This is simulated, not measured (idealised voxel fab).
Process module in this document: voxel air gaps
Cross-section cut: width 150 nm, square cells of 5 nm.
In this document a cross-section is written as a grid of square cells. It is given as a series of bands, listed from the top down, and a band is one or more rows of cells.
First you get the band's top height and its bottom height, in nm, and then the materials it's made of, left to right, with each width in nm. If you see a single material with "throughout", that one covers the band edge to edge. "blank" is empty space.
Measure heights from 0. That's the level where, below it, the as-received wafer is all one material. The lowest band is bottomless and extends downward; write it as in "0 -> down".
So if you see something like "30 to 40" for the width, read it as the top row of the band sitting at the first number and the bottom row at the second, with every row in between moving by the same amount as the last.
"stayed the same" after a step means that no cell of the cross-section changed.
"Sealed-off cavities" contains a list of empty spaces, each no smaller than 8 cells and without an open way to the top, written in the form width x height at distance with the distance from the left edge and all three in nm.
On a step's line, text after the settings is the simulator commenting on that step.
The line of a step may include "overlay nm". On a step with a mask, this value is how far to the right of its planned place the mask lay. A negative value means the mask lay to the left.
## Process steps - plan
1. op RECEIVE | material Si
2. op CONFORMAL_DEP | material SiO2 | thk nm 15
3. op CONFORMAL_DEP | material SiN | thk nm 5
4. op DIRECTIONAL_DEP | material SiO2 | thk nm 35
5. op MASKED_ETCH | tone open | mask id LINES | width nm 15 | pitch nm 45 | etch materials SiO2 | depth nm 35 | overlay nm 0
6. op CONFORMAL_DEP | material TiN | thk nm 5
7. op FILL_DEP | material Ru | thk nm 5
8. op CMP | height nm 55
9. op EPI | material Ru | thk nm 10
10. op SELECTIVE_ETCH | etch materials SiO2 | depth nm 45
11. op CONFORMAL_DEP | material SiN | thk nm 5
Heads up: all these wafers start the same, and what changes between them is the width nm in step 5. The value you see in the plan is just what the first wafer got.
## first wafer as received, after step 1
  0 -> down | Si throughout
  Sealed-off cavities: none
## Table: wafers, a row each; end-of-module cell change per material since receipt, gain (+), loss (-); then closed voids
width nm 15 | +60 Ru | +138 SiN | +90 SiO2 | +45 TiN | Sealed-off cavities: 20 x 25 at 45; 20 x 25 at 90
width nm 20 | +84 Ru | +130 SiN | +90 SiO2 | +48 TiN | Sealed-off cavities: 15 x 25 at 45; 15 x 25 at 90
width nm 25 | +108 Ru | +86 SiN | +146 SiO2 | +51 TiN | Sealed-off cavities: 10 x 25 at 140
width nm 30 | +128 Ru | +86 SiN | +132 SiO2 | +54 TiN | Sealed-off cavities: 10 x 25 at 0; 10 x 25 at 140
